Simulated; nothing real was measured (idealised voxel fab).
process module | voxel capacitor over wiring
cross-section cut | 215 nm wide | cells 5 nm
A cross-section is a grid of square cells, given in bands from the top down. A band is one or more rows of cells.
Each band's line starts with the height of the band's top and of its bottom, in nm. Then come its materials from left to right, each with its width in nm. One material with "throughout" fills the band from edge to edge. "air" is empty space.
Height 0 is the level under which the wafer as received is all one material. The lowest band goes on downwards, as in "0 down".
A width such as "30 to 40" changes by the same amount from each row of cells to the next, from the band's top row to its bottom row.
"no change" after a step means that no cell of the cross-section changed.
closed voids: empty space of 8 cells or more with no open way to the top, each as width x height at its distance from the left edge, in nm
after a step's settings: what the simulator itself notes on the step
overlay nm, on a step with a mask: how far to the right of its planned place the mask lay; to the left if negative
plan
1 op RECEIVE | material Si
2 op CONFORMAL_DEP | material SiO2 | thk nm 15
3 op CONFORMAL_DEP | material SiN | thk nm 5
4 op DIRECTIONAL_DEP | material lowk | thk nm 20
5 op MASKED_ETCH | tone open | mask id METAL_1 | width nm 25 | pitch nm 95 | etch materials lowk | depth nm 20 | overlay nm 0
6 op MASKED_ETCH | tone open | mask id METAL_1 | width nm 25 | pitch nm 95 | etch materials SiN | depth nm 5 | overlay nm 0
7 op CONFORMAL_DEP | material TiN | thk nm 5
8 op FILL_DEP | material W | thk nm 5
9 op CMP | height nm 40
10 op EPI | material Ru | thk nm 5
11 op FILL_DEP | material SiCN | thk nm 5
12 op DIRECTIONAL_DEP | material SiO2 | thk nm 10
13 op PATTERN | tone open | mask id PLUG_1 | material resist | width nm 15 | thk nm 15 | overlay nm 0
14 op DIRECTIONAL_ETCH | etch materials SiO2 | depth nm 10
15 op DIRECTIONAL_ETCH | etch materials SiCN | depth nm 5
16 op STRIP | etch materials resist
17 op CONFORMAL_DEP | material TiN | thk nm 5
18 op FILL_DEP | material Ru | thk nm 5
19 op CMP | height nm 60
20 op DIRECTIONAL_DEP | material TiN | thk nm 10
21 op DIRECTIONAL_DEP | material HfO2 | thk nm 5
22 op DIRECTIONAL_DEP | material TiN | thk nm 10
23 op DIRECTIONAL_DEP | material aC | thk nm 10
24 op PATTERN | tone cover | mask id UPPER_PLATE | material resist | width nm 75 | thk nm 25 | overlay nm 0
25 op DIRECTIONAL_ETCH | etch materials aC | depth nm 10
26 op STRIP | etch materials resist
27 op DIRECTIONAL_ETCH | etch materials TiN | depth nm 10
28 op DIRECTIONAL_ETCH | etch materials HfO2 | depth nm 5
29 op STRIP | etch materials aC
30 op MASKED_ETCH | tone cover | mask id LOWER_PLATE | width nm 85 | etch materials TiN | depth nm 10 | overlay nm 0
31 op FILL_DEP | material SiO2 | thk nm 20
32 op CMP | height nm 100
33 op PATTERN | tone open | mask id PLUG_2 | material resist | width nm 15 | thk nm 20 | overlay nm 0
34 op DIRECTIONAL_ETCH | etch materials SiO2 | depth nm 15
35 op STRIP | etch materials resist
36 op CONFORMAL_DEP | material TiN | thk nm 5
37 op FILL_DEP | material Ru | thk nm 5
38 op CMP | height nm 100
39 op CONFORMAL_DEP | material SiN | thk nm 5
first wafer, as planned
as received, after step 1
  0 down: Si throughout
  closed voids: none
after step 2
  15 to 0: SiO2 throughout
  below 0: unchanged
after step 3
  20 to 15: SiN throughout
  below 15: unchanged
after step 4
  40 to 20: lowk throughout
  below 20: unchanged
after step 5
  40 to 20: lowk 45 | air 25 | lowk 70 | air 25 | lowk 50
  below 20: unchanged
after step 6
  40 to 20: lowk 45 | air 25 | lowk 70 | air 25 | lowk 50
  20 to 15: SiN 45 | air 25 | SiN 70 | air 25 | SiN 50
  below 15: unchanged
after step 7
  45 to 40: TiN 50 | air 15 | TiN 80 | air 15 | TiN 55
  40 to 20: lowk 45 | TiN 5 | air 15 | TiN 5 | lowk 70 | TiN 5 | air 15 | TiN 5 | lowk 50
  20 to 15: SiN 45 | TiN 25 | SiN 70 | TiN 25 | SiN 50
  below 15: unchanged
after step 8
  50 to 45: W throughout
  45 to 40: TiN 50 | W 15 | TiN 80 | W 15 | TiN 55
  40 to 20: lowk 45 | TiN 5 | W 15 | TiN 5 | lowk 70 | TiN 5 | W 15 | TiN 5 | lowk 50
  below 20: unchanged
after step 9
  40 to 20: lowk 45 | TiN 5 | W 15 | TiN 5 | lowk 70 | TiN 5 | W 15 | TiN 5 | lowk 50
  below 20: unchanged
after step 10
  45 to 40: air 40 | Ru 35 | air 60 | Ru 35 | air 45
  below 40: unchanged
after step 11
  50 to 45: SiCN throughout
  45 to 40: SiCN 40 | Ru 35 | SiCN 60 | Ru 35 | SiCN 45
  below 40: unchanged
after step 12
  60 to 50: SiO2 throughout
  below 50: unchanged
after step 13
  75 to 60: resist 55 | air 15 | resist 145
  below 60: unchanged
after step 14
  75 to 60: resist 55 | air 15 | resist 145
  60 to 50: SiO2 55 | air 15 | SiO2 145
  below 50: unchanged
after step 15
  75 to 60: resist 55 | air 15 | resist 145
  60 to 50: SiO2 55 | air 15 | SiO2 145
  50 to 45: SiCN 55 | air 15 | SiCN 145
  below 45: unchanged
after step 16
  60 to 50: SiO2 55 | air 15 | SiO2 145
  below 50: unchanged
after step 17
  65 to 60: TiN 60 | air 5 | TiN 150
  60 to 50: SiO2 55 | TiN 5 | air 5 | TiN 5 | SiO2 145
  50 to 45: SiCN 55 | TiN 15 | SiCN 145
  below 45: unchanged
after step 18
  70 to 65: Ru throughout
  65 to 60: TiN 60 | Ru 5 | TiN 150
  60 to 50: SiO2 55 | TiN 5 | Ru 5 | TiN 5 | SiO2 145
  below 50: unchanged
after step 19
  60 to 50: SiO2 55 | TiN 5 | Ru 5 | TiN 5 | SiO2 145
  below 50: unchanged
after step 20
  70 to 60: TiN throughout
  below 60: unchanged
after step 21
  75 to 70: HfO2 throughout
  below 70: unchanged
after step 22
  85 to 75: TiN throughout
  below 75: unchanged
after step 23
  95 to 85: aC throughout
  below 85: unchanged
after step 24
  120 to 95: air 55 | resist 75 | air 85
  below 95: unchanged
after step 25
  110 to 95: air 55 | resist 75 | air 85
  95 to 85: air 55 | aC 75 | air 85
  below 85: unchanged
after step 26
  95 to 85: air 55 | aC 75 | air 85
  below 85: unchanged
after step 27
  95 to 85: air 55 | aC 75 | air 85
  85 to 75: air 55 | TiN 75 | air 85
  below 75: unchanged
after step 28
  95 to 85: air 55 | aC 75 | air 85
  85 to 75: air 55 | TiN 75 | air 85
  75 to 70: air 55 | HfO2 75 | air 85
  below 70: unchanged
after step 29
  85 to 75: air 55 | TiN 75 | air 85
  below 75: unchanged
after step 30
  85 to 75: air 55 | TiN 75 | air 85
  75 to 70: air 55 | HfO2 75 | air 85
  70 to 60: air 50 | TiN 85 | air 80
  below 60: unchanged
after step 31
  105 to 85: SiO2 throughout
  85 to 75: SiO2 55 | TiN 75 | SiO2 85
  75 to 70: SiO2 55 | HfO2 75 | SiO2 85
  70 to 60: SiO2 50 | TiN 85 | SiO2 80
  below 60: unchanged
after step 32
  100 to 85: SiO2 throughout
  below 85: unchanged
after step 33
  120 to 100: resist 65 | air 15 | resist 135
  below 100: unchanged
after step 34
  120 to 100: resist 65 | air 15 | resist 135
  100 to 85: SiO2 65 | air 15 | SiO2 135
  below 85: unchanged
after step 35
  100 to 85: SiO2 65 | air 15 | SiO2 135
  below 85: unchanged
after step 36
  105 to 100: TiN 70 | air 5 | TiN 140
  100 to 90: SiO2 65 | TiN 5 | air 5 | TiN 5 | SiO2 135
  90 to 85: SiO2 65 | TiN 15 | SiO2 135
  below 85: unchanged
after step 37
  110 to 105: Ru throughout
  105 to 100: TiN 70 | Ru 5 | TiN 140
  100 to 90: SiO2 65 | TiN 5 | Ru 5 | TiN 5 | SiO2 135
  below 90: unchanged
after step 38
  100 to 90: SiO2 65 | TiN 5 | Ru 5 | TiN 5 | SiO2 135
  below 90: unchanged
after step 39
  105 to 100: SiN throughout
  below 100: unchanged
second wafer: like start, like plan, one mistake. Through step 4 it matches the first wafer
when step 5 should have ended
  40 to 20: lowk 50 | air 25 | lowk 70 | air 25 | lowk 45
  below 20: unchanged
when step 6 should have ended
  40 to 20: lowk 50 | air 25 | lowk 70 | air 25 | lowk 45
  20 to 15: SiN 50 | air 20 | SiN 75 | air 20 | SiN 50
  below 15: unchanged
when step 7 should have ended
  45 to 40: TiN 55 | air 15 | TiN 80 | air 15 | TiN 50
  40 to 25: lowk 50 | TiN 5 | air 15 | TiN 5 | lowk 70 | TiN 5 | air 15 | TiN 5 | lowk 45
  25 to 20: lowk 50 | TiN 5 | air 10 | TiN 10 | lowk 70 | TiN 5 | air 10 | TiN 10 | lowk 45
  20 to 15: SiN 50 | TiN 20 | SiN 75 | TiN 20 | SiN 50
  below 15: unchanged
when step 8 should have ended
  50 to 45: W throughout
  45 to 40: TiN 55 | W 15 | TiN 80 | W 15 | TiN 50
  40 to 25: lowk 50 | TiN 5 | W 15 | TiN 5 | lowk 70 | TiN 5 | W 15 | TiN 5 | lowk 45
  25 to 20: lowk 50 | TiN 5 | W 10 | TiN 10 | lowk 70 | TiN 5 | W 10 | TiN 10 | lowk 45
  below 20: unchanged
when step 9 should have ended
  40 to 25: lowk 50 | TiN 5 | W 15 | TiN 5 | lowk 70 | TiN 5 | W 15 | TiN 5 | lowk 45
  below 25: unchanged
when step 10 should have ended
  45 to 40: air 45 | Ru 35 | air 60 | Ru 35 | air 40
  below 40: unchanged
when step 11 should have ended
  50 to 45: SiCN throughout
  45 to 40: SiCN 45 | Ru 35 | SiCN 60 | Ru 35 | SiCN 40
  below 40: unchanged
when step 12 should have ended
  60 to 50: SiO2 throughout
  below 50: unchanged
when step 13 should have ended
  75 to 60: resist 55 | air 15 | resist 145
  below 60: unchanged
when step 14 should have ended
  75 to 60: resist 55 | air 15 | resist 145
  60 to 50: SiO2 55 | air 15 | SiO2 145
  below 50: unchanged
when step 15 should have ended
  75 to 60: resist 55 | air 15 | resist 145
  60 to 50: SiO2 55 | air 15 | SiO2 145
  50 to 45: SiCN 55 | air 15 | SiCN 145
  below 45: unchanged
when step 16 should have ended
  60 to 50: SiO2 55 | air 15 | SiO2 145
  below 50: unchanged
when step 17 should have ended
  65 to 60: TiN 60 | air 5 | TiN 150
  60 to 50: SiO2 55 | TiN 5 | air 5 | TiN 5 | SiO2 145
  50 to 45: SiCN 55 | TiN 15 | SiCN 145
  below 45: unchanged
when step 18 should have ended
  70 to 65: Ru throughout
  65 to 60: TiN 60 | Ru 5 | TiN 150
  60 to 50: SiO2 55 | TiN 5 | Ru 5 | TiN 5 | SiO2 145
  below 50: unchanged
when step 19 should have ended
  60 to 50: SiO2 55 | TiN 5 | Ru 5 | TiN 5 | SiO2 145
  below 50: unchanged
when step 20 should have ended
  70 to 60: TiN throughout
  below 60: unchanged
when step 21 should have ended
  75 to 70: HfO2 throughout
  below 70: unchanged
when step 22 should have ended
  85 to 75: TiN throughout
  below 75: unchanged
when step 23 should have ended
  95 to 85: aC throughout
  below 85: unchanged
when step 24 should have ended
  120 to 95: air 55 | resist 75 | air 85
  below 95: unchanged
when step 25 should have ended
  110 to 95: air 55 | resist 75 | air 85
  95 to 85: air 55 | aC 75 | air 85
  below 85: unchanged
when step 26 should have ended
  95 to 85: air 55 | aC 75 | air 85
  below 85: unchanged
when step 27 should have ended
  95 to 85: air 55 | aC 75 | air 85
  85 to 75: air 55 | TiN 75 | air 85
  below 75: unchanged
when step 28 should have ended
  95 to 85: air 55 | aC 75 | air 85
  85 to 75: air 55 | TiN 75 | air 85
  75 to 70: air 55 | HfO2 75 | air 85
  below 70: unchanged
when step 29 should have ended
  85 to 75: air 55 | TiN 75 | air 85
  below 75: unchanged
when step 30 should have ended
  85 to 75: air 55 | TiN 75 | air 85
  75 to 70: air 55 | HfO2 75 | air 85
  70 to 60: air 50 | TiN 85 | air 80
  below 60: unchanged
when step 31 should have ended
  105 to 85: SiO2 throughout
  85 to 75: SiO2 55 | TiN 75 | SiO2 85
  75 to 70: SiO2 55 | HfO2 75 | SiO2 85
  70 to 60: SiO2 50 | TiN 85 | SiO2 80
  below 60: unchanged
when step 32 should have ended
  100 to 85: SiO2 throughout
  below 85: unchanged
when step 33 should have ended
  120 to 100: resist 65 | air 15 | resist 135
  below 100: unchanged
when step 34 should have ended
  120 to 100: resist 65 | air 15 | resist 135
  100 to 85: SiO2 65 | air 15 | SiO2 135
  below 85: unchanged
when step 35 should have ended
  100 to 85: SiO2 65 | air 15 | SiO2 135
  below 85: unchanged
when step 36 should have ended
  105 to 100: TiN 70 | air 5 | TiN 140
  100 to 90: SiO2 65 | TiN 5 | air 5 | TiN 5 | SiO2 135
  90 to 85: SiO2 65 | TiN 15 | SiO2 135
  below 85: unchanged
when step 37 should have ended
  110 to 105: Ru throughout
  105 to 100: TiN 70 | Ru 5 | TiN 140
  100 to 90: SiO2 65 | TiN 5 | Ru 5 | TiN 5 | SiO2 135
  below 90: unchanged
when step 38 should have ended
  100 to 90: SiO2 65 | TiN 5 | Ru 5 | TiN 5 | SiO2 135
  below 90: unchanged
when step 39 should have ended
  105 to 100: SiN throughout
  below 100: unchanged
what went wrong: step 5 ran as: op MASKED_ETCH | tone open | mask id METAL_1 | width nm 25 | pitch nm 95 | etch materials lowk | depth nm 20 | overlay nm 5
at the end the second wafer has, in cells: 2 more of SiN | 2 fewer of W
